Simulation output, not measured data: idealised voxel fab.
Process module in this document: voxel self aligned vias
Section cut is 155 nm wide and gridded with 5 nm square cells.
We lay out every cross-section as a grid of square cells and spell it out in bands from the top down, where one band means one or more rows of cells. In this notation a band is specified by the heights of its top and bottom, in that order and in nm, after which its materials appear from left to right, each paired with its width in nm. The word "edge to edge" attached to a single material means that material fills the band from edge to edge; the word "empty" stands for empty space. We count height from 0. Below that, the starting wafer is all one material. The lowest band never ends at the bottom but goes on down; see "0 nm and below" for how that is written. Graded width ("30->40"): value in top row of band = first number; value in bottom row = second number; row-to-row change constant. Basically "everything unchanged" means that step didn't change any cell in the cross-section. "Completely enclosed voids" - sealed voids, min. 8 cells, no opening to top; format: width x height at distance (distance from left edge; nm throughout). Heads up: the bit after the settings on a step's line is the simulator's remark on that step. Regarding "overlay nm": on a step with a mask, it is the distance the mask lay to the right of its planned place; a negative value places it to the left. Quick note on how to read the rest: it's all pairs. You get the cross-section before a process step and the one after, but the after one only goes down as far as the lowest band that changed. The step in between, with its settings, sits under the pair. Heads up, the pairs can come from different runs of this module on the same starting wafer, so don't assume a pair picks up from the one above unless its "Cross-section, before" entry says it does.
Cross-section, before:
    50 nm to 45 nm | 30 nm lowk, then 30 nm empty, then 30 nm lowk, then 30 nm empty, then 35 nm lowk
    45 nm to 25 nm | 30 nm lowk, then 5 nm TiN, then 20 nm W, then 5 nm TiN, then 30 nm lowk, then 5 nm TiN, then 20 nm W, then 5 nm TiN, then 35 nm lowk
    25 nm to 20 nm | 30 nm lowk, then 30 nm TiN, then 30 nm lowk, then 30 nm TiN, then 35 nm lowk
    20 nm to 5 nm | SiO2 edge to edge
    5 nm to 0 nm | SiCN edge to edge
    0 nm and below | Si edge to edge
    Completely enclosed voids: none
after:
    60 nm to 50 nm | SiN edge to edge
    50 nm to 45 nm | 30 nm lowk, then 30 nm SiN, then 30 nm lowk, then 30 nm SiN, then 35 nm lowk
    Below 45 it's all the same as before, nothing changed down there.
    Completely enclosed voids: none
So what happened between those two cross-sections up there? FILL_DEP [material SiN] [thk nm 10]
Cross-section, before: as shown after the step in the preceding pair, directly above.
after:
    50 nm to 45 nm | 30 nm lowk, then 30 nm SiN, then 30 nm lowk, then 30 nm SiN, then 35 nm lowk
    Below 45 it's all the same as before, nothing changed down there.
    Completely enclosed voids: none
So what happened between those two cross-sections up there? CMP [height nm 50]
Cross-section, before: as shown after the step in the preceding pair, directly above.
after:
    70 nm to 50 nm | lowk edge to edge
    Below 50 it's all the same as before, nothing changed down there.
    Completely enclosed voids: none
So what happened between those two cross-sections up there? DIRECTIONAL_DEP [material lowk] [thk nm 20]
Cross-section, before: as shown after the step in the preceding pair, directly above.
after:
    80 nm to 70 nm | aC edge to edge
    Below 70 it's all the same as before, nothing changed down there.
    Completely enclosed voids: none
So what happened between those two cross-sections up there? DIRECTIONAL_DEP [material aC] [thk nm 10]
Cross-section, before: as shown after the step in the preceding pair, directly above.
after:
    105 nm to 80 nm | 25 nm resist, then 40 nm empty, then 20 nm resist, then 40 nm empty, then 30 nm resist
    Below 80 it's all the same as before, nothing changed down there.
    Completely enclosed voids: none
So what happened between those two cross-sections up there? PATTERN [tone open] [mask id VIAS] [material resist] [width nm 40] [pitch nm 60] [thk nm 25] [overlay nm 0]
Cross-section, before: as shown after the step in the preceding pair, directly above.
after:
    95 nm to 80 nm | 25 nm resist, then 40 nm empty, then 20 nm resist, then 40 nm empty, then 30 nm resist
    80 nm to 70 nm | 25 nm aC, then 40 nm empty, then 20 nm aC, then 40 nm empty, then 30 nm aC
    Below 70 it's all the same as before, nothing changed down there.
    Completely enclosed voids: none
So what happened between those two cross-sections up there? DIRECTIONAL_ETCH [etch materials aC] [depth nm 10]
Cross-section, before: as shown after the step in the preceding pair, directly above.
after:
    80 nm to 70 nm | 25 nm aC, then 40 nm empty, then 20 nm aC, then 40 nm empty, then 30 nm aC
    Below 70 it's all the same as before, nothing changed down there.
    Completely enclosed voids: none
So what happened between those two cross-sections up there? STRIP [etch materials resist]
Cross-section, before: as shown after the step in the preceding pair, directly above.
after:
    80 nm to 70 nm | 25 nm aC, then 40 nm empty, then 20 nm aC, then 40 nm empty, then 30 nm aC
    70 nm to 50 nm | 25 nm lowk, then 40 nm empty, then 20 nm lowk, then 40 nm empty, then 30 nm lowk
    Below 50 it's all the same as before, nothing changed down there.
    Completely enclosed voids: none
So what happened between those two cross-sections up there? DIRECTIONAL_ETCH [etch materials lowk] [depth nm 20]
Cross-section, before: as shown after the step in the preceding pair, directly above.
after:
    80 nm to 70 nm | 25 nm aC, then 40 nm empty, then 20 nm aC, then 40 nm empty, then 30 nm aC
    70 nm to 50 nm | 25 nm lowk, then 40 nm empty, then 20 nm lowk, then 40 nm empty, then 30 nm lowk
    50 nm to 45 nm | 30 nm lowk, then 30 nm empty, then 30 nm lowk, then 30 nm empty, then 35 nm lowk
    Below 45 it's all the same as before, nothing changed down there.
    Completely enclosed voids: none
So what happened between those two cross-sections up there? DIRECTIONAL_ETCH [etch materials SiN] [depth nm 5]
Cross-section, before: as shown after the step in the preceding pair, directly above.
after:
    70 nm to 50 nm | 25 nm lowk, then 40 nm empty, then 20 nm lowk, then 40 nm empty, then 30 nm lowk
    Below 50 it's all the same as before, nothing changed down there.
    Completely enclosed voids: none
So what happened between those two cross-sections up there? STRIP [etch materials aC]
Cross-section, before: as shown after the step in the preceding pair, directly above.
after:
    75 nm to 70 nm | 30 nm TiN, then 30 nm empty, then 30 nm TiN, then 30 nm empty, then 35 nm TiN
    70 nm to 55 nm | 25 nm lowk, then 5 nm TiN, then 30 nm empty, then 5 nm TiN, then 20 nm lowk, then 5 nm TiN, then 30 nm empty, then 5 nm TiN, then 30 nm lowk
    55 nm to 50 nm | 25 nm lowk, then 10 nm TiN, then 20 nm empty, then 10 nm TiN, then 20 nm lowk, then 10 nm TiN, then 20 nm empty, then 10 nm TiN, then 30 nm lowk
    50 nm to 45 nm | 30 nm lowk, then 30 nm TiN, then 30 nm lowk, then 30 nm TiN, then 35 nm lowk
    Below 45 it's all the same as before, nothing changed down there.
    Completely enclosed voids: none
So what happened between those two cross-sections up there? CONFORMAL_DEP [material TiN] [thk nm 5]
Cross-section, before: as shown after the step in the preceding pair, directly above.
after:
    80 nm to 75 nm | Ru edge to edge
    75 nm to 70 nm | 30 nm TiN, then 30 nm Ru, then 30 nm TiN, then 30 nm Ru, then 35 nm TiN
    70 nm to 55 nm | 25 nm lowk, then 5 nm TiN, then 30 nm Ru, then 5 nm TiN, then 20 nm lowk, then 5 nm TiN, then 30 nm Ru, then 5 nm TiN, then 30 nm lowk
    55 nm to 50 nm | 25 nm lowk, then 10 nm TiN, then 20 nm Ru, then 10 nm TiN, then 20 nm lowk, then 10 nm TiN, then 20 nm Ru, then 10 nm TiN, then 30 nm lowk
    Below 50 it's all the same as before, nothing changed down there.
    Completely enclosed voids: none
So what happened between those two cross-sections up there? FILL_DEP [material Ru] [thk nm 5]
Cross-section, before: as shown after the step in the preceding pair, directly above.
after:
    70 nm to 55 nm | 25 nm lowk, then 5 nm TiN, then 30 nm Ru, then 5 nm TiN, then 20 nm lowk, then 5 nm TiN, then 30 nm Ru, then 5 nm TiN, then 30 nm lowk
    Below 55 it's all the same as before, nothing changed down there.
    Completely enclosed voids: none
So what happened between those two cross-sections up there? CMP [height nm 70]
Cross-section, before: as shown after the step in the preceding pair, directly above.
after:
    75 nm to 70 nm | SiN edge to edge
    Below 70 it's all the same as before, nothing changed down there.
    Completely enclosed voids: none
So what happened between those two cross-sections up there? CONFORMAL_DEP [material SiN] [thk nm 5]
Cross-section, before:
    80 nm to 75 nm | Ru edge to edge
    75 nm to 70 nm | 30 nm TiN, then 30 nm Ru, then 30 nm TiN, then 30 nm Ru, then 35 nm TiN
    70 nm to 55 nm | 25 nm lowk, then 5 nm TiN, then 30 nm Ru, then 5 nm TiN, then 20 nm lowk, then 5 nm TiN, then 30 nm Ru, then 5 nm TiN, then 30 nm lowk
    55 nm to 50 nm | 25 nm lowk, then 10 nm TiN, then 20 nm Ru, then 10 nm TiN, then 20 nm lowk, then 10 nm TiN, then 20 nm Ru, then 10 nm TiN, then 30 nm lowk
    50 nm to 45 nm | 30 nm lowk, then 30 nm TiN, then 30 nm lowk, then 30 nm TiN, then 35 nm lowk
    45 nm to 25 nm | 30 nm lowk, then 5 nm TiN, then 20 nm W, then 5 nm TiN, then 30 nm lowk, then 5 nm TiN, then 20 nm W, then 5 nm TiN, then 35 nm lowk
    25 nm to 20 nm | 30 nm lowk, then 30 nm TiN, then 30 nm lowk, then 30 nm TiN, then 35 nm lowk
    20 nm to 15 nm | SiCN edge to edge
    15 nm to 0 nm | SiO2 edge to edge
    0 nm and below | Si edge to edge
    Completely enclosed voids: none
after:
    65 nm to 55 nm | 25 nm lowk, then 5 nm TiN, then 30 nm Ru, then 5 nm TiN, then 20 nm lowk, then 5 nm TiN, then 30 nm Ru, then 5 nm TiN, then 30 nm lowk
    Below 55 it's all the same as before, nothing changed down there.
    Completely enclosed voids: none
So what happened between those two cross-sections up there? CMP [height nm 65]
Cross-section, before: as shown after the step in the preceding pair, directly above.
after:
    70 nm to 65 nm | SiN edge to edge
    Below 65 it's all the same as before, nothing changed down there.
    Completely enclosed voids: none
So what happened between those two cross-sections up there? CONFORMAL_DEP [material SiN] [thk nm 5]
Cross-section, before:
    50 nm to 20 nm | lowk edge to edge
    20 nm to 15 nm | SiCN edge to edge
    15 nm to 0 nm | SiO2 edge to edge
    0 nm and below | Si edge to edge
    Completely enclosed voids: none
after:
    50 nm to 20 nm | 25 nm lowk, then 40 nm empty, then 20 nm lowk, then 40 nm empty, then 30 nm lowk
    Below 20 it's all the same as before, nothing changed down there.
    Completely enclosed voids: none
So what happened between those two cross-sections up there? MASKED_ETCH [tone open] [mask id LINES] [width nm 40] [pitch nm 60] [etch materials lowk] [depth nm 30] [overlay nm 0]
Cross-section, before: as shown after the step in the preceding pair, directly above.
after:
    55 nm to 50 nm | 30 nm TiN, then 30 nm empty, then 30 nm TiN, then 30 nm empty, then 35 nm TiN
    50 nm to 25 nm | 25 nm lowk, then 5 nm TiN, then 30 nm empty, then 5 nm TiN, then 20 nm lowk, then 5 nm TiN, then 30 nm empty, then 5 nm TiN, then 30 nm lowk
    25 nm to 20 nm | 25 nm lowk, then 40 nm TiN, then 20 nm lowk, then 40 nm TiN, then 30 nm lowk
    Below 20 it's all the same as before, nothing changed down there.
    Completely enclosed voids: none
So what happened between those two cross-sections up there? CONFORMAL_DEP [material TiN] [thk nm 5]
Cross-section, before: as shown after the step in the preceding pair, directly above.
after:
    60 nm to 55 nm | W edge to edge
    55 nm to 50 nm | 30 nm TiN, then 30 nm W, then 30 nm TiN, then 30 nm W, then 35 nm TiN
    50 nm to 25 nm | 25 nm lowk, then 5 nm TiN, then 30 nm W, then 5 nm TiN, then 20 nm lowk, then 5 nm TiN, then 30 nm W, then 5 nm TiN, then 30 nm lowk
    Below 25 it's all the same as before, nothing changed down there.
    Completely enclosed voids: none
So what happened between those two cross-sections up there? FILL_DEP [material W] [thk nm 5]
Cross-section, before: as shown after the step in the preceding pair, directly above.
after:
    50 nm to 25 nm | 25 nm lowk, then 5 nm TiN, then 30 nm W, then 5 nm TiN, then 20 nm lowk, then 5 nm TiN, then 30 nm W, then 5 nm TiN, then 30 nm lowk
    Below 25 it's all the same as before, nothing changed down there.
    Completely enclosed voids: none
So what happened between those two cross-sections up there? CMP [height nm 50]
Cross-section, before: as shown after the step in the preceding pair, directly above.
after:
    50 nm to 45 nm | 25 nm lowk, then 40 nm empty, then 20 nm lowk, then 40 nm empty, then 30 nm lowk
    Below 45 it's all the same as before, nothing changed down there.
    Completely enclosed voids: none
So what happened between those two cross-sections up there? SELECTIVE_ETCH [etch materials W Ru TiN] [depth nm 5]
Cross-section, before: as shown after the step in the preceding pair, directly above.
after:
    60 nm to 50 nm | SiN edge to edge
    50 nm to 45 nm | 25 nm lowk, then 40 nm SiN, then 20 nm lowk, then 40 nm SiN, then 30 nm lowk
    Below 45 it's all the same as before, nothing changed down there.
    Completely enclosed voids: none
So what happened between those two cross-sections up there? FILL_DEP [material SiN] [thk nm 10]
Cross-section, before: as shown after the step in the preceding pair, directly above.
after:
    50 nm to 45 nm | 25 nm lowk, then 40 nm SiN, then 20 nm lowk, then 40 nm SiN, then 30 nm lowk
    Below 45 it's all the same as before, nothing changed down there.
    Completely enclosed voids: none
So what happened between those two cross-sections up there? CMP [height nm 50]
Cross-section, before: as shown after the step in the preceding pair, directly above.
after:
    70 nm to 50 nm | lowk edge to edge
    Below 50 it's all the same as before, nothing changed down there.
    Completely enclosed voids: none
So what happened between those two cross-sections up there? DIRECTIONAL_DEP [material lowk] [thk nm 20]
Cross-section, before: as shown after the step in the preceding pair, directly above.
after:
    80 nm to 70 nm | aC edge to edge
    Below 70 it's all the same as before, nothing changed down there.
    Completely enclosed voids: none
So what happened between those two cross-sections up there? DIRECTIONAL_DEP [material aC] [thk nm 10]
Cross-section, before: as shown after the step in the preceding pair, directly above.
after:
    105 nm to 80 nm | 25 nm resist, then 40 nm empty, then 20 nm resist, then 40 nm empty, then 30 nm resist
    Below 80 it's all the same as before, nothing changed down there.
    Completely enclosed voids: none
So what happened between those two cross-sections up there? PATTERN [tone open] [mask id VIAS] [material resist] [width nm 40] [pitch nm 60] [thk nm 25] [overlay nm 0]
Cross-section, before: as shown after the step in the preceding pair, directly above.
after:
    95 nm to 80 nm | 25 nm resist, then 40 nm empty, then 20 nm resist, then 40 nm empty, then 30 nm resist
    80 nm to 70 nm | 25 nm aC, then 40 nm empty, then 20 nm aC, then 40 nm empty, then 30 nm aC
    Below 70 it's all the same as before, nothing changed down there.
    Completely enclosed voids: none
So what happened between those two cross-sections up there? DIRECTIONAL_ETCH [etch materials aC] [depth nm 10]
Cross-section, before: as shown after the step in the preceding pair, directly above.
after:
    80 nm to 70 nm | 25 nm aC, then 40 nm empty, then 20 nm aC, then 40 nm empty, then 30 nm aC
    Below 70 it's all the same as before, nothing changed down there.
    Completely enclosed voids: none
So what happened between those two cross-sections up there? STRIP [etch materials resist]
Cross-section, before: as shown after the step in the preceding pair, directly above.
after:
    80 nm to 70 nm | 25 nm aC, then 40 nm empty, then 20 nm aC, then 40 nm empty, then 30 nm aC
    70 nm to 50 nm | 25 nm lowk, then 40 nm empty, then 20 nm lowk, then 40 nm empty, then 30 nm lowk
    Below 50 it's all the same as before, nothing changed down there.
    Completely enclosed voids: none
So what happened between those two cross-sections up there? DIRECTIONAL_ETCH [etch materials lowk] [depth nm 20]
Cross-section, before: as shown after the step in the preceding pair, directly above.
after:
    80 nm to 70 nm | 25 nm aC, then 40 nm empty, then 20 nm aC, then 40 nm empty, then 30 nm aC
    70 nm to 45 nm | 25 nm lowk, then 40 nm empty, then 20 nm lowk, then 40 nm empty, then 30 nm lowk
    Below 45 it's all the same as before, nothing changed down there.
    Completely enclosed voids: none
So what happened between those two cross-sections up there? DIRECTIONAL_ETCH [etch materials SiN] [depth nm 5]
Cross-section, before: as shown after the step in the preceding pair, directly above.
after:
    70 nm to 45 nm | 25 nm lowk, then 40 nm empty, then 20 nm lowk, then 40 nm empty, then 30 nm lowk
    Below 45 it's all the same as before, nothing changed down there.
    Completely enclosed voids: none
So what happened between those two cross-sections up there? STRIP [etch materials aC]
Cross-section, before: as shown after the step in the preceding pair, directly above.
after:
    75 nm to 70 nm | 30 nm TiN, then 30 nm empty, then 30 nm TiN, then 30 nm empty, then 35 nm TiN
    70 nm to 50 nm | 25 nm lowk, then 5 nm TiN, then 30 nm empty, then 5 nm TiN, then 20 nm lowk, then 5 nm TiN, then 30 nm empty, then 5 nm TiN, then 30 nm lowk
    50 nm to 45 nm | 25 nm lowk, then 40 nm TiN, then 20 nm lowk, then 40 nm TiN, then 30 nm lowk
    Below 45 it's all the same as before, nothing changed down there.
    Completely enclosed voids: none
So what happened between those two cross-sections up there? CONFORMAL_DEP [material TiN] [thk nm 5]
Cross-section, before: as shown after the step in the preceding pair, directly above.
after:
    80 nm to 75 nm | Ru edge to edge
    75 nm to 70 nm | 30 nm TiN, then 30 nm Ru, then 30 nm TiN, then 30 nm Ru, then 35 nm TiN
    70 nm to 50 nm | 25 nm lowk, then 5 nm TiN, then 30 nm Ru, then 5 nm TiN, then 20 nm lowk, then 5 nm TiN, then 30 nm Ru, then 5 nm TiN, then 30 nm lowk
    Below 50 it's all the same as before, nothing changed down there.
    Completely enclosed voids: none
So what happened between those two cross-sections up there? FILL_DEP [material Ru] [thk nm 5]
Cross-section, before: as shown after the step in the preceding pair, directly above.
after:
    70 nm to 50 nm | 25 nm lowk, then 5 nm TiN, then 30 nm Ru, then 5 nm TiN, then 20 nm lowk, then 5 nm TiN, then 30 nm Ru, then 5 nm TiN, then 30 nm lowk
    Below 50 it's all the same as before, nothing changed down there.
    Completely enclosed voids: none
So what happened between those two cross-sections up there? CMP [height nm 70]
Cross-section, before: as shown after the step in the preceding pair, directly above.
after:
    75 nm to 70 nm | SiN edge to edge
    Below 70 it's all the same as before, nothing changed down there.
    Completely enclosed voids: none
So what happened between those two cross-sections up there? CONFORMAL_DEP [material SiN] [thk nm 5]
Cross-section, before:
    80 nm to 70 nm | aC edge to edge
    70 nm to 50 nm | lowk edge to edge
    50 nm to 45 nm | 30 nm lowk, then 30 nm SiN, then 30 nm lowk, then 30 nm SiN, then 35 nm lowk
    45 nm to 25 nm | 30 nm lowk, then 5 nm TiN, then 20 nm W, then 5 nm TiN, then 30 nm lowk, then 5 nm TiN, then 20 nm W, then 5 nm TiN, then 35 nm lowk
    25 nm to 20 nm | 30 nm lowk, then 30 nm TiN, then 30 nm lowk, then 30 nm TiN, then 35 nm lowk
    20 nm to 15 nm | SiCN edge to edge
    15 nm to 0 nm | SiO2 edge to edge
    0 nm and below | Si edge to edge
    Completely enclosed voids: none
after:
    105 nm to 80 nm | 30 nm resist, then 40 nm empty, then 20 nm resist, then 40 nm empty, then 25 nm resist
    Below 80 it's all the same as before, nothing changed down there.
    Completely enclosed voids: none
So what happened between those two cross-sections up there? PATTERN [tone open] [mask id VIAS] [material resist] [width nm 40] [pitch nm 60] [thk nm 25] [overlay nm 5]
Cross-section, before: as shown after the step in the preceding pair, directly above.
after:
    95 nm to 80 nm | 30 nm resist, then 40 nm empty, then 20 nm resist, then 40 nm empty, then 25 nm resist
    80 nm to 70 nm | 30 nm aC, then 40 nm empty, then 20 nm aC, then 40 nm empty, then 25 nm aC
    Below 70 it's all the same as before, nothing changed down there.
    Completely enclosed voids: none
So what happened between those two cross-sections up there? DIRECTIONAL_ETCH [etch materials aC] [depth nm 10]
Cross-section, before: as shown after the step in the preceding pair, directly above.
after:
    80 nm to 70 nm | 30 nm aC, then 40 nm empty, then 20 nm aC, then 40 nm empty, then 25 nm aC
    Below 70 it's all the same as before, nothing changed down there.
    Completely enclosed voids: none
So what happened between those two cross-sections up there? STRIP [etch materials resist]
Cross-section, before: as shown after the step in the preceding pair, directly above.
after:
    80 nm to 70 nm | 30 nm aC, then 40 nm empty, then 20 nm aC, then 40 nm empty, then 25 nm aC
    70 nm to 50 nm | 30 nm lowk, then 40 nm empty, then 20 nm lowk, then 40 nm empty, then 25 nm lowk
    Below 50 it's all the same as before, nothing changed down there.
    Completely enclosed voids: none
So what happened between those two cross-sections up there? DIRECTIONAL_ETCH [etch materials lowk] [depth nm 20]
Cross-section, before: as shown after the step in the preceding pair, directly above.
after:
    80 nm to 70 nm | 30 nm aC, then 40 nm empty, then 20 nm aC, then 40 nm empty, then 25 nm aC
    70 nm to 50 nm | 30 nm lowk, then 40 nm empty, then 20 nm lowk, then 40 nm empty, then 25 nm lowk
    50 nm to 45 nm | 30 nm lowk, then 30 nm empty, then 30 nm lowk, then 30 nm empty, then 35 nm lowk
    Below 45 it's all the same as before, nothing changed down there.
    Completely enclosed voids: none
So what happened between those two cross-sections up there? DIRECTIONAL_ETCH [etch materials SiN] [depth nm 5]
Cross-section, before: as shown after the step in the preceding pair, directly above.
after:
    70 nm to 50 nm | 30 nm lowk, then 40 nm empty, then 20 nm lowk, then 40 nm empty, then 25 nm lowk
    Below 50 it's all the same as before, nothing changed down there.
    Completely enclosed voids: none
So what happened between those two cross-sections up there? STRIP [etch materials aC]
Cross-section, before: as shown after the step in the preceding pair, directly above.
after:
    75 nm to 70 nm | 35 nm TiN, then 30 nm empty, then 30 nm TiN, then 30 nm empty, then 30 nm TiN
    70 nm to 55 nm | 30 nm lowk, then 5 nm TiN, then 30 nm empty, then 5 nm TiN, then 20 nm lowk, then 5 nm TiN, then 30 nm empty, then 5 nm TiN, then 25 nm lowk
    55 nm to 50 nm | 30 nm lowk, then 5 nm TiN, then 20 nm empty, then 15 nm TiN, then 20 nm lowk, then 5 nm TiN, then 20 nm empty, then 15 nm TiN, then 25 nm lowk
    50 nm to 45 nm | 30 nm lowk, then 30 nm TiN, then 30 nm lowk, then 30 nm TiN, then 35 nm lowk
    Below 45 it's all the same as before, nothing changed down there.
    Completely enclosed voids: none
So what happened between those two cross-sections up there? CONFORMAL_DEP [material TiN] [thk nm 5]
Cross-section, before: as shown after the step in the preceding pair, directly above.
after:
    80 nm to 75 nm | Ru edge to edge
    75 nm to 70 nm | 35 nm TiN, then 30 nm Ru, then 30 nm TiN, then 30 nm Ru, then 30 nm TiN
    70 nm to 55 nm | 30 nm lowk, then 5 nm TiN, then 30 nm Ru, then 5 nm TiN, then 20 nm lowk, then 5 nm TiN, then 30 nm Ru, then 5 nm TiN, then 25 nm lowk
    55 nm to 50 nm | 30 nm lowk, then 5 nm TiN, then 20 nm Ru, then 15 nm TiN, then 20 nm lowk, then 5 nm TiN, then 20 nm Ru, then 15 nm TiN, then 25 nm lowk
    Below 50 it's all the same as before, nothing changed down there.
    Completely enclosed voids: none
So what happened between those two cross-sections up there? FILL_DEP [material Ru] [thk nm 5]
Cross-section, before: as shown after the step in the preceding pair, directly above.
after:
    70 nm to 55 nm | 30 nm lowk, then 5 nm TiN, then 30 nm Ru, then 5 nm TiN, then 20 nm lowk, then 5 nm TiN, then 30 nm Ru, then 5 nm TiN, then 25 nm lowk
    Below 55 it's all the same as before, nothing changed down there.
    Completely enclosed voids: none
So what happened between those two cross-sections up there? CMP [height nm 70]
Cross-section, before: as shown after the step in the preceding pair, directly above.
after:
    75 nm to 70 nm | SiN edge to edge
    Below 70 it's all the same as before, nothing changed down there.
    Completely enclosed voids: none
So what happened between those two cross-sections up there? CONFORMAL_DEP [material SiN] [thk nm 5]
Cross-section, before:
    70 nm to 50 nm | 25 nm lowk, then 40 nm empty, then 20 nm lowk, then 40 nm empty, then 30 nm lowk
    50 nm to 45 nm | 30 nm lowk, then 30 nm empty, then 30 nm lowk, then 30 nm empty, then 35 nm lowk
    45 nm to 25 nm | 30 nm lowk, then 5 nm TiN, then 20 nm W, then 5 nm TiN, then 30 nm lowk, then 5 nm TiN, then 20 nm W, then 5 nm TiN, then 35 nm lowk
    25 nm to 20 nm | 30 nm lowk, then 30 nm TiN, then 30 nm lowk, then 30 nm TiN, then 35 nm lowk
    20 nm to 15 nm | SiCN edge to edge
    15 nm to 0 nm | SiO2 edge to edge
    0 nm and below | Si edge to edge
    Completely enclosed voids: none
after:
    75 nm to 70 nm | 30 nm SiN, then 30 nm empty, then 30 nm SiN, then 30 nm empty, then 35 nm SiN
    70 nm to 55 nm | 25 nm lowk, then 5 nm SiN, then 30 nm empty, then 5 nm SiN, then 20 nm lowk, then 5 nm SiN, then 30 nm empty, then 5 nm SiN, then 30 nm lowk
    55 nm to 50 nm | 25 nm lowk, then 10 nm SiN, then 20 nm empty, then 10 nm SiN, then 20 nm lowk, then 10 nm SiN, then 20 nm empty, then 10 nm SiN, then 30 nm lowk
    50 nm to 45 nm | 30 nm lowk, then 30 nm SiN, then 30 nm lowk, then 30 nm SiN, then 35 nm lowk
    Below 45 it's all the same as before, nothing changed down there.
    Completely enclosed voids: none
So what happened between those two cross-sections up there? CONFORMAL_DEP [material SiN] [thk nm 5]
Cross-section, before: as shown after the step in the preceding pair, directly above.
after:
    80 nm to 75 nm | Ru edge to edge
    75 nm to 70 nm | 30 nm SiN, then 30 nm Ru, then 30 nm SiN, then 30 nm Ru, then 35 nm SiN
    70 nm to 55 nm | 25 nm lowk, then 5 nm SiN, then 30 nm Ru, then 5 nm SiN, then 20 nm lowk, then 5 nm SiN, then 30 nm Ru, then 5 nm SiN, then 30 nm lowk
    55 nm to 50 nm | 25 nm lowk, then 10 nm SiN, then 20 nm Ru, then 10 nm SiN, then 20 nm lowk, then 10 nm SiN, then 20 nm Ru, then 10 nm SiN, then 30 nm lowk
    Below 50 it's all the same as before, nothing changed down there.
    Completely enclosed voids: none
So what happened between those two cross-sections up there? FILL_DEP [material Ru] [thk nm 5]
Cross-section, before: as shown after the step in the preceding pair, directly above.
after:
    70 nm to 55 nm | 25 nm lowk, then 5 nm SiN, then 30 nm Ru, then 5 nm SiN, then 20 nm lowk, then 5 nm SiN, then 30 nm Ru, then 5 nm SiN, then 30 nm lowk
    Below 55 it's all the same as before, nothing changed down there.
    Completely enclosed voids: none
So what happened between those two cross-sections up there? CMP [height nm 70]
Cross-section, before: as shown after the step in the preceding pair, directly above.
after:
    75 nm to 70 nm | SiN edge to edge
    Below 70 it's all the same as before, nothing changed down there.
    Completely enclosed voids: none
So what happened between those two cross-sections up there? CONFORMAL_DEP [material SiN] [thk nm 5]
Cross-section, before:
    50 nm to 20 nm | lowk edge to edge
    20 nm to 15 nm | SiCN edge to edge
    15 nm to 0 nm | SiO2 edge to edge
    0 nm and below | Si edge to edge
    Completely enclosed voids: none
after:
    50 nm to 20 nm | 30 nm empty, then 30 nm lowk, then 30 nm empty, then 30 nm lowk, then 35 nm empty
    Below 20 it's all the same as before, nothing changed down there.
    Completely enclosed voids: none
So what happened between those two cross-sections up there? MASKED_ETCH [tone cover] [mask id LINES] [width nm 30] [pitch nm 60] [etch materials lowk] [depth nm 30] [overlay nm 0]
Cross-section, before: as shown after the step in the preceding pair, directly above.
after:
    55 nm to 50 nm | 25 nm empty, then 40 nm TiN, then 20 nm empty, then 40 nm TiN, then 30 nm empty
    50 nm to 25 nm | 25 nm empty, then 5 nm TiN, then 30 nm lowk, then 5 nm TiN, then 20 nm empty, then 5 nm TiN, then 30 nm lowk, then 5 nm TiN, then 30 nm empty
    25 nm to 20 nm | 30 nm TiN, then 30 nm lowk, then 30 nm TiN, then 30 nm lowk, then 35 nm TiN
    Below 20 it's all the same as before, nothing changed down there.
    Completely enclosed voids: none
So what happened between those two cross-sections up there? CONFORMAL_DEP [material TiN] [thk nm 5]
Cross-section, before: as shown after the step in the preceding pair, directly above.
after:
    60 nm to 55 nm | W edge to edge
    55 nm to 50 nm | 25 nm W, then 40 nm TiN, then 20 nm W, then 40 nm TiN, then 30 nm W
    50 nm to 25 nm | 25 nm W, then 5 nm TiN, then 30 nm lowk, then 5 nm TiN, then 20 nm W, then 5 nm TiN, then 30 nm lowk, then 5 nm TiN, then 30 nm W
    Below 25 it's all the same as before, nothing changed down there.
    Completely enclosed voids: none
So what happened between those two cross-sections up there? FILL_DEP [material W] [thk nm 5]
Cross-section, before: as shown after the step in the preceding pair, directly above.
after:
    50 nm to 25 nm | 25 nm W, then 5 nm TiN, then 30 nm lowk, then 5 nm TiN, then 20 nm W, then 5 nm TiN, then 30 nm lowk, then 5 nm TiN, then 30 nm W
    Below 25 it's all the same as before, nothing changed down there.
    Completely enclosed voids: none
So what happened between those two cross-sections up there? CMP [height nm 50]
Cross-section, before: as shown after the step in the preceding pair, directly above.
after:
    50 nm to 45 nm | 30 nm empty, then 30 nm lowk, then 30 nm empty, then 30 nm lowk, then 35 nm empty
    Below 45 it's all the same as before, nothing changed down there.
    Completely enclosed voids: none
So what happened between those two cross-sections up there? SELECTIVE_ETCH [etch materials W Ru TiN] [depth nm 5]
Cross-section, before: as shown after the step in the preceding pair, directly above.
after:
    60 nm to 50 nm | SiN edge to edge
    50 nm to 45 nm | 30 nm SiN, then 30 nm lowk, then 30 nm SiN, then 30 nm lowk, then 35 nm SiN
    Below 45 it's all the same as before, nothing changed down there.
    Completely enclosed voids: none
So what happened between those two cross-sections up there? FILL_DEP [material SiN] [thk nm 10]
Cross-section, before: as shown after the step in the preceding pair, directly above.
after:
    50 nm to 45 nm | 30 nm SiN, then 30 nm lowk, then 30 nm SiN, then 30 nm lowk, then 35 nm SiN
    Below 45 it's all the same as before, nothing changed down there.
    Completely enclosed voids: none
So what happened between those two cross-sections up there? CMP [height nm 50]
Cross-section, before: as shown after the step in the preceding pair, directly above.
after:
    70 nm to 50 nm | lowk edge to edge
    Below 50 it's all the same as before, nothing changed down there.
    Completely enclosed voids: none
So what happened between those two cross-sections up there? DIRECTIONAL_DEP [material lowk] [thk nm 20]
Cross-section, before: as shown after the step in the preceding pair, directly above.
after:
    80 nm to 70 nm | aC edge to edge
    Below 70 it's all the same as before, nothing changed down there.
    Completely enclosed voids: none
So what happened between those two cross-sections up there? DIRECTIONAL_DEP [material aC] [thk nm 10]
Cross-section, before: as shown after the step in the preceding pair, directly above.
after:
    105 nm to 80 nm | 25 nm resist, then 40 nm empty, then 20 nm resist, then 40 nm empty, then 30 nm resist
    Below 80 it's all the same as before, nothing changed down there.
    Completely enclosed voids: none
So what happened between those two cross-sections up there? PATTERN [tone open] [mask id VIAS] [material resist] [width nm 40] [pitch nm 60] [thk nm 25] [overlay nm 0]
Cross-section, before: as shown after the step in the preceding pair, directly above.
after:
    95 nm to 80 nm | 25 nm resist, then 40 nm empty, then 20 nm resist, then 40 nm empty, then 30 nm resist
    80 nm to 70 nm | 25 nm aC, then 40 nm empty, then 20 nm aC, then 40 nm empty, then 30 nm aC
    Below 70 it's all the same as before, nothing changed down there.
    Completely enclosed voids: none
So what happened between those two cross-sections up there? DIRECTIONAL_ETCH [etch materials aC] [depth nm 10]
Cross-section, before: as shown after the step in the preceding pair, directly above.
after:
    80 nm to 70 nm | 25 nm aC, then 40 nm empty, then 20 nm aC, then 40 nm empty, then 30 nm aC
    Below 70 it's all the same as before, nothing changed down there.
    Completely enclosed voids: none
So what happened between those two cross-sections up there? STRIP [etch materials resist]
